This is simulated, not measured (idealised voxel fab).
process module | voxel fin reveal
cross-section cut | 170 nm wide | cells 5 nm
A cross-section is a grid of square cells, given in bands from the top down. A band is one or more rows of cells.
Each band's line starts with the height of the band's top and of its bottom, in nm. Then come its materials from left to right, each with its width in nm. One material with "throughout" fills the band from edge to edge. "air" is empty space.
Height 0 is the level under which the wafer as received is all one material. The lowest band goes on downwards, as in "0 down".
A width such as "30 to 40" changes by the same amount from each row of cells to the next, from the band's top row to its bottom row.
"no change" after a step means that no cell of the cross-section changed.
closed voids: empty space of 8 cells or more with no open way to the top, each as width x height at its distance from the left edge, in nm
after a step's settings: what the simulator itself notes on the step
overlay nm, on a step with a mask: how far to the right of its planned place the mask lay; to the left if negative
plan
1 op RECEIVE | material Si
2 op CONFORMAL_DEP | material SiN | thk nm 5
3 op PATTERN | tone cover | mask id FINS | material resist | width nm 15 | pitch nm 40 | thk nm 20 | overlay nm 0
4 op DIRECTIONAL_ETCH | etch materials SiN | depth nm 5
5 op DIRECTIONAL_ETCH | etch materials Si | depth nm 35
6 op STRIP | etch materials resist
7 op FILL_DEP | material SiO2 | thk nm 15
8 op CMP | height nm 5
9 op SELECTIVE_ETCH | etch materials SiO2 | depth nm 20
10 op STRIP | etch materials SiN
varied across the wafers: width nm of step 3. The plan shows the first wafer's value. All wafers start alike
first wafer as received, after step 1
  0 down: Si throughout
  closed voids: none
each wafer at the end: cells of each material gained (+) or lost (-) since it was received, then its closed voids
width nm 15 | -196 Si | +112 SiO2 | closed voids: none
width nm 20 | -182 Si | +104 SiO2 | closed voids: none
width nm 25 | -168 Si | +96 SiO2 | closed voids: none
